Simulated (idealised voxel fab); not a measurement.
You're looking at the process module voxel gate over fins.
FYI the section here is cut, 295 nm wide, cells are 5 nm squares.
Throughout this document, each cross-section is represented as a grid of square cells and is presented as a sequence of bands enumerated from the top downward, where a band comprises one or more rows of cells.
The entry gives the band's vertical extent as a top height and a bottom height in nm, then its horizontal make-up as materials from left to right, each with a width in nm. "blank" stands for empty space; a single material marked "all across" fills the band edge to edge.
Height 0 is the level under which the wafer as received is all one material. The lowest band goes on downwards, as in "0..down".
Note: "30->40" means the width goes from the first number (top row of the band) to the second number (bottom row) in equal steps per row of cells.
Basically "changes: none" means that step didn't change any cell in the cross-section.
Any empty space of 8 cells or more lacking an open way to the top shows up in "Closed void listing" as width x height at distance, distance from the left edge, in nm.
Post-settings text on a step line: simulator's own remark regarding the step.
A step line may carry the setting "overlay nm", which, for steps involving a mask, states the distance by which the mask lay to the right of its intended position; negative values denote displacement to the left.
Below is the list of planned process steps:
1) RECEIVE with material Si
2) CONFORMAL_DEP with material SiN, thk nm 10
3) PATTERN with tone cover, mask id FINS, material resist, width nm 15, pitch nm 45, thk nm 15, overlay nm 0
4) DIRECTIONAL_ETCH with etch materials SiN, depth nm 10
5) DIRECTIONAL_ETCH with etch materials Si, depth nm 40
6) STRIP with etch materials resist
7) OXIDIZE with depth nm 5
8) FILL_DEP with material SiO2, thk nm 15
9) CMP with height nm 10
10) SELECTIVE_ETCH with etch materials SiO2, depth nm 25
11) STRIP with etch materials SiN
12) CONFORMAL_DEP with material HfO2, thk nm 5
13) CONFORMAL_DEP with material TiN, thk nm 5
14) CONFORMAL_DEP with material TiAl, thk nm 5
15) CONFORMAL_DEP with material TiN, thk nm 5
16) FILL_DEP with material W, thk nm 15
17) CMP with height nm 30
18) CONFORMAL_DEP with material SiCN, thk nm 5
As-received wafer cross-section (after step 1):
  0..down  Si all across
  Closed void listing: none
Cross-section, end of module. Start: as above. Plan: as above. Execution: one mistake:
  35..30  SiCN all across
  30..20  W all across
  20..15  55 W  180 TiN  60 W
  15..10  55 W  5 TiN  35 TiAl  10 TiN  35 TiAl  10 TiN  35 TiAl  10 TiN  35 TiAl  5 TiN  60 W
  10..5  55 W  5 TiN  5 TiAl  25 TiN  5 TiAl  10 TiN  5 TiAl  25 TiN  5 TiAl  10 TiN  5 TiAl  25 TiN  5 TiAl  10 TiN  5 TiAl  25 TiN  5 TiAl  5 TiN  60 W
  5..0  60 TiN  5 TiAl  5 TiN  15 HfO2  5 TiN  5 TiAl  10 TiN  5 TiAl  5 TiN  15 HfO2  5 TiN  5 TiAl  10 TiN  5 TiAl  5 TiN  15 HfO2  5 TiN  5 TiAl  10 TiN  5 TiAl  5 TiN  15 HfO2  5 TiN  5 TiAl  65 TiN
  0..-5  65 TiAl  5 TiN  5 HfO2  5 Si  5 HfO2  5 TiN  20 TiAl  5 TiN  5 HfO2  5 Si  5 HfO2  5 TiN  20 TiAl  5 TiN  5 HfO2  5 Si  5 HfO2  5 TiN  20 TiAl  5 TiN  5 HfO2  5 Si  5 HfO2  5 TiN  70 TiAl
  -5..-10  70 TiN  5 HfO2  5 Si  5 HfO2  30 TiN  5 HfO2  5 Si  5 HfO2  30 TiN  5 HfO2  5 Si  5 HfO2  30 TiN  5 HfO2  5 Si  5 HfO2  75 TiN
  -10..-15  75 HfO2  5 Si  40 HfO2  5 Si  40 HfO2  5 Si  40 HfO2  5 Si  80 HfO2
  -15..-50  75 SiO2  5 Si  40 SiO2  5 Si  40 SiO2  5 Si  40 SiO2  5 Si  80 SiO2
  -50..down  Si all across
  Closed void listing: none
What was the processing mistake? step 5 ran with different settings than intended, the actual operation and settings being DIRECTIONAL_ETCH with etch materials Si, depth nm 45
